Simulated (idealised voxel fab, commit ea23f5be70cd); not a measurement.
The following process module bears the name voxel wiring stack.
The figure presents cross-section cut, which has a width of 265 nm and is divided into square cells with an edge length of 5 nm.
A cross-section is written here as square cells arranged in a grid, and it is given in bands from the top down, each band taking up one or more rows of cells.
Top, bottom (nm), then materials left to right with widths (nm); lone material tagged "full width" fills the whole band edge to edge; "air" = empty space.
For the purposes of this specification, 0 denotes the height below which the wafer in its as-received condition is composed wholly of one material, and the lowermost band, lacking a lower limit, extends downward without end, as expressed in "top 0, no bottom".
With a width like "30..40", each row of cells in the band differs from the next by the same amount, the top row carrying the first number and the bottom row the second.
Step note "identical to before" = no cross-section cell changed.
This entry, "Voids, fully enclosed", enumerates those empty regions of no fewer than 8 cells that possess no open connection to the top. Each region is reported in the form width x height at distance, the distance being taken from the left edge, with all three quantities expressed in nm.
Whatever follows a step's settings on its line is a remark the simulator itself makes about that step.
When a step includes a mask, the "overlay nm" setting on its line states how far to the right of its planned place that mask lay, and negative values state how far to the left.

Planned process steps
1. op RECEIVE | material Si
2. op CONFORMAL_DEP | material SiO2 | thk nm 10
3. op CONFORMAL_DEP | material SiN | thk nm 5
4. op DIRECTIONAL_DEP | material lowk | thk nm 15
5. op PATTERN | tone open | mask id METAL_1 | material resist | width nm 30 | pitch nm 60 | thk nm 20 | overlay nm 0
6. op DIRECTIONAL_ETCH | etch materials lowk | depth nm 15
7. op DIRECTIONAL_ETCH | etch materials SiN | depth nm 5
8. op STRIP | etch materials resist
9. op CONFORMAL_DEP | material TiN | thk nm 5
10. op FILL_DEP | material Cu | thk nm 10
11. op CMP | height nm 30
12. op CONFORMAL_DEP | material SiCN | thk nm 5
13. op DIRECTIONAL_DEP | material lowk | thk nm 25
14. op DIRECTIONAL_DEP | material aC | thk nm 10
15. op PATTERN | tone open | mask id METAL_2 | material resist | width nm 30 | pitch nm 60 | thk nm 30 | overlay nm 0
16. op DIRECTIONAL_ETCH | etch materials aC | depth nm 10
17. op STRIP | etch materials resist
18. op DIRECTIONAL_ETCH | etch materials lowk | depth nm 15
19. op STRIP | etch materials aC
20. op DIRECTIONAL_DEP | material aC | thk nm 10
21. op PATTERN | tone open | mask id METAL_2_HOLES | material resist | width nm 15 | thk nm 30 | overlay nm 0
22. op DIRECTIONAL_ETCH | etch materials aC | depth nm 10
23. op STRIP | etch materials resist
24. op DIRECTIONAL_ETCH | etch materials lowk | depth nm 10
25. op DIRECTIONAL_ETCH | etch materials SiCN | depth nm 5
26. op STRIP | etch materials aC
27. op CONFORMAL_DEP | material TiN | thk nm 5
28. op FILL_DEP | material Cu | thk nm 5
29. op CMP | height nm 60
30. op CONFORMAL_DEP | material SiN | thk nm 5

Of two wafers, the first: run according to plan

As-received wafer cross-section (after step 1)
- top 0, no bottom  Si full width
- Voids, fully enclosed: none

Take a look at the wafer's cross-section after step 2
- top 10, bottom 0  SiO2 full width
- Beneath the level 0, the cross-section is identical to its previous state.

Take a look at the wafer's cross-section after step 3
- top 15, bottom 10  SiN full width
- Beneath the level 10, the cross-section is identical to its previous state.

Take a look at the wafer's cross-section after step 4
- top 30, bottom 15  lowk full width
- Beneath the level 15, the cross-section is identical to its previous state.

Take a look at the wafer's cross-section after step 5
- top 50, bottom 30  resist=85, then air=30, then resist=30, then air=30, then resist=90
- Beneath the level 30, the cross-section is identical to its previous state.

Take a look at the wafer's cross-section after step 6
- top 50, bottom 30  resist=85, then air=30, then resist=30, then air=30, then resist=90
- top 30, bottom 15  lowk=85, then air=30, then lowk=30, then air=30, then lowk=90
- Beneath the level 15, the cross-section is identical to its previous state.

Take a look at the wafer's cross-section after step 7
- top 50, bottom 30  resist=85, then air=30, then resist=30, then air=30, then resist=90
- top 30, bottom 15  lowk=85, then air=30, then lowk=30, then air=30, then lowk=90
- top 15, bottom 10  SiN=85, then air=30, then SiN=30, then air=30, then SiN=90
- Beneath the level 10, the cross-section is identical to its previous state.

Take a look at the wafer's cross-section after step 8
- top 30, bottom 15  lowk=85, then air=30, then lowk=30, then air=30, then lowk=90
- Beneath the level 15, the cross-section is identical to its previous state.

Take a look at the wafer's cross-section after step 9
- top 35, bottom 30  TiN=90, then air=20, then TiN=40, then air=20, then TiN=95
- top 30, bottom 15  lowk=85, then TiN=5, then air=20, then TiN=5, then lowk=30, then TiN=5, then air=20, then TiN=5, then lowk=90
- top 15, bottom 10  SiN=85, then TiN=30, then SiN=30, then TiN=30, then SiN=90
- Beneath the level 10, the cross-section is identical to its previous state.

Take a look at the wafer's cross-section after step 10
- top 45, bottom 35  Cu full width
- top 35, bottom 30  TiN=90, then Cu=20, then TiN=40, then Cu=20, then TiN=95
- top 30, bottom 15  lowk=85, then TiN=5, then Cu=20, then TiN=5, then lowk=30, then TiN=5, then Cu=20, then TiN=5, then lowk=90
- Beneath the level 15, the cross-section is identical to its previous state.

Take a look at the wafer's cross-section after step 11
- top 30, bottom 15  lowk=85, then TiN=5, then Cu=20, then TiN=5, then lowk=30, then TiN=5, then Cu=20, then TiN=5, then lowk=90
- Beneath the level 15, the cross-section is identical to its previous state.

Take a look at the wafer's cross-section after step 12
- top 35, bottom 30  SiCN full width
- Beneath the level 30, the cross-section is identical to its previous state.

Take a look at the wafer's cross-section after step 13
- top 60, bottom 35  lowk full width
- Beneath the level 35, the cross-section is identical to its previous state.

Take a look at the wafer's cross-section after step 14
- top 70, bottom 60  aC full width
- Beneath the level 60, the cross-section is identical to its previous state.

Take a look at the wafer's cross-section after step 15
- top 100, bottom 70  resist=85, then air=30, then resist=30, then air=30, then resist=90
- Beneath the level 70, the cross-section is identical to its previous state.

Take a look at the wafer's cross-section after step 16
- top 90, bottom 70  resist=85, then air=30, then resist=30, then air=30, then resist=90
- top 70, bottom 60  aC=85, then air=30, then aC=30, then air=30, then aC=90
- Beneath the level 60, the cross-section is identical to its previous state.

Take a look at the wafer's cross-section after step 17
- top 70, bottom 60  aC=85, then air=30, then aC=30, then air=30, then aC=90
- Beneath the level 60, the cross-section is identical to its previous state.

Take a look at the wafer's cross-section after step 18
- top 70, bottom 60  aC=85, then air=30, then aC=30, then air=30, then aC=90
- top 60, bottom 45  lowk=85, then air=30, then lowk=30, then air=30, then lowk=90
- Beneath the level 45, the cross-section is identical to its previous state.

Take a look at the wafer's cross-section after step 19
- top 60, bottom 45  lowk=85, then air=30, then lowk=30, then air=30, then lowk=90
- Beneath the level 45, the cross-section is identical to its previous state.

Take a look at the wafer's cross-section after step 20
- top 70, bottom 60  aC=85, then air=30, then aC=30, then air=30, then aC=90
- top 60, bottom 55  lowk=85, then air=30, then lowk=30, then air=30, then lowk=90
- top 55, bottom 45  lowk=85, then aC=30, then lowk=30, then aC=30, then lowk=90
- Beneath the level 45, the cross-section is identical to its previous state.

Take a look at the wafer's cross-section after step 21
- top 100, bottom 70  resist=85, then air=15, then resist=165
- top 70, bottom 60  aC=85, then air=15, then resist=15, then aC=30, then resist=30, then aC=90
- top 60, bottom 55  lowk=85, then air=15, then resist=15, then lowk=30, then resist=30, then lowk=90
- Beneath the level 55, the cross-section is identical to its previous state.

Take a look at the wafer's cross-section after step 22
- top 90, bottom 70  resist=85, then air=15, then resist=165
- top 70, bottom 60  aC=85, then air=15, then resist=15, then aC=30, then resist=30, then aC=90
- top 60, bottom 55  lowk=85, then air=15, then resist=15, then lowk=30, then resist=30, then lowk=90
- top 55, bottom 45  lowk=85, then air=15, then aC=15, then lowk=30, then aC=30, then lowk=90
- Beneath the level 45, the cross-section is identical to its previous state.

Take a look at the wafer's cross-section after step 23
- top 70, bottom 60  aC=85, then air=30, then aC=30, then air=30, then aC=90
- top 60, bottom 55  lowk=85, then air=30, then lowk=30, then air=30, then lowk=90
- Beneath the level 55, the cross-section is identical to its previous state.

Take a look at the wafer's cross-section after step 24
- top 70, bottom 60  aC=85, then air=30, then aC=30, then air=30, then aC=90
- top 60, bottom 55  lowk=85, then air=30, then lowk=30, then air=30, then lowk=90
- top 55, bottom 45  lowk=85, then air=15, then aC=15, then lowk=30, then aC=30, then lowk=90
- top 45, bottom 35  lowk=85, then air=15, then lowk=165
- Beneath the level 35, the cross-section is identical to its previous state.

Take a look at the wafer's cross-section after step 25
- top 70, bottom 60  aC=85, then air=30, then aC=30, then air=30, then aC=90
- top 60, bottom 55  lowk=85, then air=30, then lowk=30, then air=30, then lowk=90
- top 55, bottom 45  lowk=85, then air=15, then aC=15, then lowk=30, then aC=30, then lowk=90
- top 45, bottom 35  lowk=85, then air=15, then lowk=165
- top 35, bottom 30  SiCN=85, then air=15, then SiCN=165
- Beneath the level 30, the cross-section is identical to its previous state.

Take a look at the wafer's cross-section after step 26
- top 60, bottom 45  lowk=85, then air=30, then lowk=30, then air=30, then lowk=90
- Beneath the level 45, the cross-section is identical to its previous state.

Take a look at the wafer's cross-section after step 27
- top 65, bottom 60  TiN=90, then air=20, then TiN=40, then air=20, then TiN=95
- top 60, bottom 50  lowk=85, then TiN=5, then air=20, then TiN=5, then lowk=30, then TiN=5, then air=20, then TiN=5, then lowk=90
- top 50, bottom 45  lowk=85, then TiN=5, then air=5, then TiN=20, then lowk=30, then TiN=30, then lowk=90
- top 45, bottom 35  lowk=85, then TiN=5, then air=5, then TiN=5, then lowk=165
- top 35, bottom 30  SiCN=85, then TiN=15, then SiCN=165
- Beneath the level 30, the cross-section is identical to its previous state.

Take a look at the wafer's cross-section after step 28
- top 70, bottom 65  Cu full width
- top 65, bottom 60  TiN=90, then Cu=20, then TiN=40, then Cu=20, then TiN=95
- top 60, bottom 50  lowk=85, then TiN=5, then Cu=20, then TiN=5, then lowk=30, then TiN=5, then Cu=20, then TiN=5, then lowk=90
- top 50, bottom 45  lowk=85, then TiN=5, then Cu=5, then TiN=20, then lowk=30, then TiN=30, then lowk=90
- top 45, bottom 35  lowk=85, then TiN=5, then Cu=5, then TiN=5, then lowk=165
- Beneath the level 35, the cross-section is identical to its previous state.

Take a look at the wafer's cross-section after step 29
- top 60, bottom 50  lowk=85, then TiN=5, then Cu=20, then TiN=5, then lowk=30, then TiN=5, then Cu=20, then TiN=5, then lowk=90
- Beneath the level 50, the cross-section is identical to its previous state.

Take a look at the wafer's cross-section after step 30
- top 65, bottom 60  SiN full width
- Beneath the level 60, the cross-section is identical to its previous state.

The second wafer was prepared from the same starting point and under the same plan as the first; its processing contained one mistake, and it remains indistinguishable from the first wafer up to and including step 11

Cross-section, second wafer, at the end time the plan gives for step 12
- top 55, bottom 30  lowk full width
- Beneath the level 30, the cross-section is identical to its previous state.

Cross-section, second wafer, at the end time the plan gives for step 13
- top 60, bottom 55  SiCN full width
- Beneath the level 55, the cross-section is identical to its previous state.

Cross-section, second wafer, at the end time the plan gives for step 14
- top 70, bottom 60  aC full width
- Beneath the level 60, the cross-section is identical to its previous state.

Cross-section, second wafer, at the end time the plan gives for step 15
- top 100, bottom 70  resist=85, then air=30, then resist=30, then air=30, then resist=90
- Beneath the level 70, the cross-section is identical to its previous state.

Cross-section, second wafer, at the end time the plan gives for step 16
- top 90, bottom 70  resist=85, then air=30, then resist=30, then air=30, then resist=90
- top 70, bottom 60  aC=85, then air=30, then aC=30, then air=30, then aC=90
- Beneath the level 60, the cross-section is identical to its previous state.

Cross-section, second wafer, at the end time the plan gives for step 17
- top 70, bottom 60  aC=85, then air=30, then aC=30, then air=30, then aC=90
- Beneath the level 60, the cross-section is identical to its previous state.

Cross-section, second wafer, at the end time the plan gives for step 18: identical to before

Cross-section, second wafer, at the end time the plan gives for step 19
- top 60, bottom 55  SiCN full width
- Beneath the level 55, the cross-section is identical to its previous state.

Cross-section, second wafer, at the end time the plan gives for step 20
- top 70, bottom 60  aC full width
- Beneath the level 60, the cross-section is identical to its previous state.

Cross-section, second wafer, at the end time the plan gives for step 21
- top 100, bottom 70  resist=85, then air=15, then resist=165
- Beneath the level 70, the cross-section is identical to its previous state.

Cross-section, second wafer, at the end time the plan gives for step 22
- top 90, bottom 70  resist=85, then air=15, then resist=165
- top 70, bottom 60  aC=85, then air=15, then aC=165
- Beneath the level 60, the cross-section is identical to its previous state.

Cross-section, second wafer, at the end time the plan gives for step 23
- top 70, bottom 60  aC=85, then air=15, then aC=165
- Beneath the level 60, the cross-section is identical to its previous state.

Cross-section, second wafer, at the end time the plan gives for step 24: identical to before

Cross-section, second wafer, at the end time the plan gives for step 25
- top 70, bottom 60  aC=85, then air=15, then aC=165
- top 60, bottom 55  SiCN=85, then air=15, then SiCN=165
- Beneath the level 55, the cross-section is identical to its previous state.

Cross-section, second wafer, at the end time the plan gives for step 26
- top 60, bottom 55  SiCN=85, then air=15, then SiCN=165
- Beneath the level 55, the cross-section is identical to its previous state.

Cross-section, second wafer, at the end time the plan gives for step 27
- top 65, bottom 60  TiN=90, then air=5, then TiN=170
- top 60, bottom 55  SiCN=85, then TiN=15, then SiCN=165
- Beneath the level 55, the cross-section is identical to its previous state.

Cross-section, second wafer, at the end time the plan gives for step 28
- top 70, bottom 65  Cu full width
- top 65, bottom 60  TiN=90, then Cu=5, then TiN=170
- Beneath the level 60, the cross-section is identical to its previous state.

Cross-section, second wafer, at the end time the plan gives for step 29
- top 60, bottom 55  SiCN=85, then TiN=15, then SiCN=165
- Beneath the level 55, the cross-section is identical to its previous state.

Cross-section, second wafer, at the end time the plan gives for step 30
- top 65, bottom 60  SiN full width
- Beneath the level 60, the cross-section is identical to its previous state.
What broke from the plan during processing? contrary to the plan, steps 12 and 13 were processed in exchanged order
Final tally in cells, some materials are higher or lower on the second wafer than on the first: Cu -19; TiN -23; lowk +42
